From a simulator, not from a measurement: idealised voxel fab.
A process module follows: voxel fin reveal.
For reference, the cross-section in this document is cut, with width 295 nm and square cells of 5 nm.
Square cells in a grid make up a cross-section in this document, and the grid is given as bands, listed from the top down, each one or more rows of cells. Top, bottom (nm), then materials left to right with widths (nm); lone material tagged "full width" fills the whole band edge to edge; "blank" = empty space. Note: height 0 marks the level under which the wafer is uniformly one material as received. Lowest band unbounded below, written "0 nm and below". A width such as "30..40" changes by the same amount from each row of cells to the next, from the band's top row to its bottom row. "stayed the same" (step): cross-section cells unchanged, all of them. The list in "Enclosed internal voids" covers empty spaces of 8 cells or more that cannot reach the top through any open way, and it gives each as width x height at distance; the distance is from the left edge, and width, height and distance are in nm. Whatever follows a step's settings on its line is a remark the simulator itself makes about that step. "overlay nm", when on a step's line for a step with a mask, measures how far to the right of its planned place the mask lay; a negative measure means to the left.
Plan:
1. op RECEIVE | material Si
2. op CONFORMAL_DEP | material SiN | thk nm 10
3. op DIRECTIONAL_DEP | material aC | thk nm 10
4. op PATTERN | tone cover | mask id FINS | material resist | width nm 15 | pitch nm 45 | thk nm 30 | overlay nm 0
5. op DIRECTIONAL_ETCH | etch materials aC | depth nm 10
6. op STRIP | etch materials resist
7. op DIRECTIONAL_ETCH | etch materials SiN | depth nm 10
8. op DIRECTIONAL_ETCH | etch materials Si | depth nm 40
9. op STRIP | etch materials aC
10. op FILL_DEP | material SiO2 | thk nm 5
11. op CMP | height nm 10
12. op SELECTIVE_ETCH | etch materials SiO2 | depth nm 25
13. op STRIP | etch materials SiN
Here's what the wafer looked like in cross-section when it arrived - that's after step 1:
- 0 nm and below = Si full width
- Enclosed internal voids: none
Post-module cross-section: identical start and plan to those above, one misstep in execution:
- 0 nm to -15 nm = 70 of Si, then 15 of blank, then 30 of Si, then 15 of blank, then 30 of Si, then 15 of blank, then 30 of Si, then 15 of blank, then 75 of Si
- -15 nm to -40 nm = 70 of Si, then 15 of SiO2, then 30 of Si, then 15 of SiO2, then 30 of Si, then 15 of SiO2, then 30 of Si, then 15 of SiO2, then 75 of Si
- -40 nm and below = Si full width
- Enclosed internal voids: none
The mistake made against the process plan was this: so step 4 ended up running with a different setting than we planned, it ran as op PATTERN | tone open | mask id FINS | material resist | width nm 15 | pitch nm 45 | thk nm 30 | overlay nm 0
